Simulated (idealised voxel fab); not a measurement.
The process module presented herein is designated voxel released beams.
The cross-section shown here is cut; it is 160 nm wide and divided into square cells measuring 5 nm on a side.
In this document a cross-section is written as a grid of square cells. It is given as a series of bands, listed from the top down, and a band is one or more rows of cells.
In this notation a band is specified by the heights of its top and bottom, in that order and in nm, after which its materials appear from left to right, each paired with its width in nm. The word "edge to edge" attached to a single material means that material fills the band from edge to edge; the word "air" stands for empty space.
All heights in this document are referenced to 0, defined as the level beneath which the wafer, as received, consists entirely of one material. The lowest band is not bounded below; it extends indefinitely downward and is written in the form "0 nm and below".
It should be noted that a width expressed as "30 to 40" varies in equal increments from row to row of cells within the band, taking the value of the first number at the top row and that of the second number at the bottom row.
Key: "all unchanged" - step with no changed cell in the cross-section.
Entry "Entrapped void list" = empty spaces >= 8 cells with no open way to the top; each as width x height at distance, distance from left edge, all nm.
Whatever follows a step's settings on its line is a remark the simulator itself makes about that step.
"overlay nm", when on a step's line for a step with a mask, measures how far to the right of its planned place the mask lay; a negative measure means to the left.
**The steps planned for the process are as follows**
1 RECEIVE with material Si
2 CONFORMAL_DEP with material Al2O3, thk nm 5
3 DIRECTIONAL_DEP with material SiO2, thk nm 20
4 DIRECTIONAL_DEP with material aC, thk nm 15
5 PATTERN with tone open, mask id ANCHOR, material resist, width nm 35, thk nm 30, overlay nm 0
6 DIRECTIONAL_ETCH with etch materials aC, depth nm 15
7 STRIP with etch materials resist
8 DIRECTIONAL_ETCH with etch materials SiO2, depth nm 20
9 STRIP with etch materials aC
10 CONFORMAL_DEP with material W, thk nm 10
11 DIRECTIONAL_DEP with material aC, thk nm 10
12 PATTERN with tone cover, mask id BEAM, material resist, width nm 110, thk nm 30, overlay nm 0
13 DIRECTIONAL_ETCH with etch materials aC, depth nm 10
14 STRIP with etch materials resist
15 DIRECTIONAL_ETCH with etch materials W, depth nm 10
16 STRIP with etch materials aC
17 STRIP with etch materials SiO2
**First wafer of two (run as planned)**
**Wafer as received: cross-section following step 1**
- 0 nm and below: Si edge to edge
- Entrapped void list: none
**Sectional view: wafer, after step 2**
- 5 nm to 0 nm: Al2O3 edge to edge
- Everything below 0 is unchanged.
**Sectional view: wafer, after step 3**
- 25 nm to 5 nm: SiO2 edge to edge
- Everything below 5 is unchanged.
**Sectional view: wafer, after step 4**
- 40 nm to 25 nm: aC edge to edge
- Everything below 25 is unchanged.
**Sectional view: wafer, after step 5**
- 70 nm to 40 nm: 25 resist / 35 air / 100 resist
- Everything below 40 is unchanged.
**Sectional view: wafer, after step 6**
- 55 nm to 40 nm: 25 resist / 35 air / 100 resist
- 40 nm to 25 nm: 25 aC / 35 air / 100 aC
- Everything below 25 is unchanged.
**Sectional view: wafer, after step 7**
- 40 nm to 25 nm: 25 aC / 35 air / 100 aC
- Everything below 25 is unchanged.
**Sectional view: wafer, after step 8**
- 40 nm to 25 nm: 25 aC / 35 air / 100 aC
- 25 nm to 5 nm: 25 SiO2 / 35 air / 100 SiO2
- Everything below 5 is unchanged.
**Sectional view: wafer, after step 9**
- 25 nm to 5 nm: 25 SiO2 / 35 air / 100 SiO2
- Everything below 5 is unchanged.
**Sectional view: wafer, after step 10**
- 35 nm to 25 nm: 35 W / 15 air / 110 W
- 25 nm to 15 nm: 25 SiO2 / 10 W / 15 air / 10 W / 100 SiO2
- 15 nm to 5 nm: 25 SiO2 / 35 W / 100 SiO2
- Everything below 5 is unchanged.
**Sectional view: wafer, after step 11**
- 45 nm to 35 nm: 35 aC / 15 air / 110 aC
- 35 nm to 25 nm: 35 W / 15 air / 110 W
- 25 nm to 15 nm: 25 SiO2 / 10 W / 15 aC / 10 W / 100 SiO2
- Everything below 15 is unchanged.
**Sectional view: wafer, after step 12**
- 75 nm to 45 nm: 20 air / 110 resist / 30 air
- 45 nm to 35 nm: 35 aC / 15 resist / 110 aC
- 35 nm to 25 nm: 35 W / 15 resist / 110 W
- Everything below 25 is unchanged.
**Sectional view: wafer, after step 13**
- 65 nm to 45 nm: 20 air / 110 resist / 30 air
- 45 nm to 35 nm: 20 air / 15 aC / 15 resist / 80 aC / 30 air
- Everything below 35 is unchanged.
**Sectional view: wafer, after step 14**
- 45 nm to 35 nm: 20 air / 15 aC / 15 air / 80 aC / 30 air
- 35 nm to 25 nm: 35 W / 15 air / 110 W
- Everything below 25 is unchanged.
**Sectional view: wafer, after step 15**
- 45 nm to 35 nm: 20 air / 15 aC / 15 air / 80 aC / 30 air
- 35 nm to 25 nm: 20 air / 15 W / 15 air / 80 W / 30 air
- Everything below 25 is unchanged.
**Sectional view: wafer, after step 16**
- 35 nm to 25 nm: 20 air / 15 W / 15 air / 80 W / 30 air
- 25 nm to 15 nm: 25 SiO2 / 10 W / 15 air / 10 W / 100 SiO2
- Everything below 15 is unchanged.
**Sectional view: wafer, after step 17**
- 35 nm to 25 nm: 20 air / 15 W / 15 air / 80 W / 30 air
- 25 nm to 15 nm: 25 air / 10 W / 15 air / 10 W / 100 air
- 15 nm to 5 nm: 25 air / 35 W / 100 air
- Everything below 5 is unchanged.
**The second wafer was prepared from the same starting point and under the same plan as the first; its processing contained one mistake, and it remains indistinguishable from the first wafer up to and including step 16**
**What the second wafer looks like in cross-section when step 17 should have wrapped up**
- 35 nm to 25 nm: 20 air / 15 W / 15 air / 80 W / 30 air
- 25 nm to 15 nm: 25 air / 10 W / 15 air / 10 W / 100 air
- 15 nm to 5 nm: 25 air / 35 W / 100 air
- Everything below 5 is unchanged.
Processing error: step 17 in the plan was executed twice
Honestly, by the end the two wafers have the same cross-section, so the mistake just doesn't show up in what this model computes.
